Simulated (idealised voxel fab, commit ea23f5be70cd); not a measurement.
Documented hereafter: the process module known as voxel plated lines.
Xsec cut, 265 nm wide, square cell size 5 nm.
A cross-section in this document is a grid of square cells, and it is written down as bands, the top band listed before the ones below it; a band is made up of one or more rows of cells.
Top height, bottom height, nm. Materials left to right, width each, nm. Single material + "edge to edge" = fills band edge to edge. "air" = empty.
It should be noted that heights are counted from 0, beneath which the wafer as supplied is of one material throughout, and that the lowest band possesses no lower boundary but continues downward, as written in "0 nm and below".
So if you see something like "30->40" for the width, read it as the top row of the band sitting at the first number and the bottom row at the second, with every row in between moving by the same amount as the last.
The designation "nothing different", where it is given for a processing step, indicates that no cell of the cross-section was altered in the course of that step.
"Internal closed voids": sealed empty spaces, 8 cells or more, no open way to top, listed width x height at distance, with distance from the left edge and width, height and distance in nm.
Heads up: the bit after the settings on a step's line is the simulator's remark on that step.
Steps that use a mask can have "overlay nm" on their line. It says how far the mask sat to the right of where it was meant to be. Negative means to the left.
**These are the steps we planned for the process**
1,RECEIVE with material Si
2,CONFORMAL_DEP with material SiO2, thk nm 5
3,DIRECTIONAL_DEP with material TiN, thk nm 5
4,PATTERN with tone open, mask id LINES, material resist, width nm 20, pitch nm 45, thk nm 25, overlay nm 0
5,EPI with material Ru, thk nm 5
6,EPI with material Ru, thk nm 5
7,STRIP with etch materials resist
8,DIRECTIONAL_ETCH with etch materials TiN, depth nm 5
9,CONFORMAL_DEP with material SiN, thk nm 5
**So this is the incoming wafer in cross-section - it's already been through step 1**
    0 nm and below = Si edge to edge
    Internal closed voids: none
**First wafer of two, sectioned at end of module; run went per plan**
    25 nm to 20 nm = 50 air | 30 SiN | 15 air | 30 SiN | 15 air | 30 SiN | 15 air | 30 SiN | 50 air
    20 nm to 10 nm = 50 air | 5 SiN | 20 Ru | 5 SiN | 15 air | 5 SiN | 20 Ru | 5 SiN | 15 air | 5 SiN | 20 Ru | 5 SiN | 15 air | 5 SiN | 20 Ru | 5 SiN | 50 air
    10 nm to 5 nm = 55 SiN | 20 TiN | 25 SiN | 20 TiN | 25 SiN | 20 TiN | 25 SiN | 20 TiN | 55 SiN
    5 nm to 0 nm = SiO2 edge to edge
    0 nm and below = Si edge to edge
    Internal closed voids: none
**So this is wafer number two of the two, cut at the end of the module - it started where the first did and had the same plan, we just got one thing wrong running it**
    25 nm to 20 nm = 50 air | 30 SiN | 15 air | 30 SiN | 15 air | 30 SiN | 15 air | 30 SiN | 50 air
    20 nm to 15 nm = 50 air | 5 SiN | 20 Ru | 5 SiN | 15 air | 5 SiN | 20 Ru | 5 SiN | 15 air | 5 SiN | 20 Ru | 5 SiN | 15 air | 5 SiN | 20 Ru | 5 SiN | 50 air
    15 nm to 10 nm = 55 SiN | 20 Ru | 25 SiN | 20 Ru | 25 SiN | 20 Ru | 25 SiN | 20 Ru | 55 SiN
    10 nm to 5 nm = Ru edge to edge
    5 nm to 0 nm = SiO2 edge to edge
    0 nm and below = Si edge to edge
    Internal closed voids: none
What was the processing mistake? it should be noted that step 3 was executed with settings other than those planned, the operation and settings actually applied being DIRECTIONAL_DEP with material Ru, thk nm 5
FYI, end of process, the second wafer has more or fewer cells of some materials than the first: Ru +53; SiN -8; TiN -16
